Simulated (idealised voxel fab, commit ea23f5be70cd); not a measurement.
process module | voxel self aligned contacts
170 nm wide, 5 nm square cells: that's cross-section cut.
The cross-sections in this document take the form of a grid made of square cells. They are written out as bands, in order from top to bottom. Each band consists of one or more rows of cells.
For a band, the entry starts with two heights in nm, that of the top and then that of the bottom, and carries on with the band's materials in order from left to right, each alongside its width in nm; the word "everywhere" beside a single material means it fills the band edge to edge, and "empty" means empty space.
Counting heights begins at 0, where everything beneath is, in the wafer as received, one material. The lowest band has no bottom; it goes on downwards, as "from 0 down" shows.
With a width like "30 to 40", each row of cells in the band differs from the next by the same amount, the top row carrying the first number and the bottom row the second.
What does "identical to before" mean for a step? It means no cell of the cross-section changed in that step.
"Tabulated closed voids" enumerates empty spaces isolated from the top, with no open way to it, that contain at least 8 cells, giving each as width x height at distance from the left edge, all three in nm.
after a step's settings: what the simulator itself notes on the step
You can add "overlay nm" to a step's line. For a step with a mask, it describes how far the mask lay to the right of its planned position, and a negative number describes a lay to the left.

[Listed below are the process steps as planned]
step 1: RECEIVE, material Si
step 2: OXIDIZE, depth nm 5
step 3: DIRECTIONAL_DEP, material polySi, thk nm 25
step 4: DIRECTIONAL_DEP, material SiN, thk nm 20
step 5: DIRECTIONAL_DEP, material aC, thk nm 10
step 6: PATTERN, tone cover, mask id GATE, material resist, width nm 30, pitch nm 65, thk nm 30, overlay nm 0
step 7: DIRECTIONAL_ETCH, etch materials aC, depth nm 10
step 8: STRIP, etch materials resist
step 9: DIRECTIONAL_ETCH, etch materials SiN, depth nm 20
step 10: DIRECTIONAL_ETCH, etch materials polySi, depth nm 25
step 11: STRIP, etch materials aC
step 12: CONFORMAL_DEP, material SiN, thk nm 10
step 13: DIRECTIONAL_ETCH, etch materials SiN, depth nm 10
step 14: FILL_DEP, material SiO2, thk nm 20
step 15: CMP, height nm 55
step 16: DIRECTIONAL_DEP, material aC, thk nm 10
step 17: PATTERN, tone open, mask id CONTACT, material resist, width nm 45, thk nm 25, overlay nm 0
step 18: DIRECTIONAL_ETCH, etch materials aC, depth nm 10
step 19: STRIP, etch materials resist
step 20: DIRECTIONAL_ETCH, etch materials SiO2, depth nm 60
step 21: STRIP, etch materials aC
step 22: CONFORMAL_DEP, material TiN, thk nm 5
step 23: FILL_DEP, material Ru, thk nm 10
step 24: CMP, height nm 55
step 25: CONFORMAL_DEP, material SiCN, thk nm 5

[Step 1 complete: cross-section of the wafer as received]
from 0 down  Si everywhere
Tabulated closed voids: none

[The first of the two wafers as seen in cross-section once the module was finished; processing followed the plan]
from 60 to 55  SiCN everywhere
from 55 to 45  SiO2: 60, then TiN: 5 to 20, then Ru: 35 to 5, then TiN: 5 to 20, then SiO2: 65
from 45 to 25  SiO2: 25, then SiN: 50, then TiN: 5, then Ru: 5, then TiN: 5, then SiN: 50, then SiO2: 30
from 25 to 0  SiO2: 25, then SiN: 10, then polySi: 30, then SiN: 10, then TiN: 5, then Ru: 5, then TiN: 5, then SiN: 10, then polySi: 30, then SiN: 10, then SiO2: 30
from 0 to -5  SiO2: 75, then TiN: 15, then SiO2: 80
from -5 down  Si everywhere
Tabulated closed voids: none

[Here is the second of the two wafers cut open at the end of the module - same start, same plan as the first one, but we made one mistake running it]
from 60 to 55  SiCN everywhere
from 55 to 45  Ru: 55 to 20, then TiN: 5 to 40, then SiO2: 45, then TiN: 5 to 40, then Ru: 60 to 25
from 45 to 25  Ru: 20, then TiN: 5, then SiN: 50, then SiO2: 15, then SiN: 50, then TiN: 5, then Ru: 25
from 25 to 0  Ru: 20, then TiN: 5, then SiN: 10, then polySi: 30, then SiN: 10, then SiO2: 15, then SiN: 10, then polySi: 30, then SiN: 10, then TiN: 5, then Ru: 25
from 0 to -5  TiN: 25, then SiO2: 115, then TiN: 30
from -5 down  Si everywhere
Tabulated closed voids: none
So what did we get wrong on this run? step 17 was not run as planned; what actually ran was PATTERN, tone cover, mask id CONTACT, material resist, width nm 45, thk nm 25, overlay nm 0
Cell-count delta at end, second wafer over first, by material: +96 Ru, -112 SiO2, +16 TiN
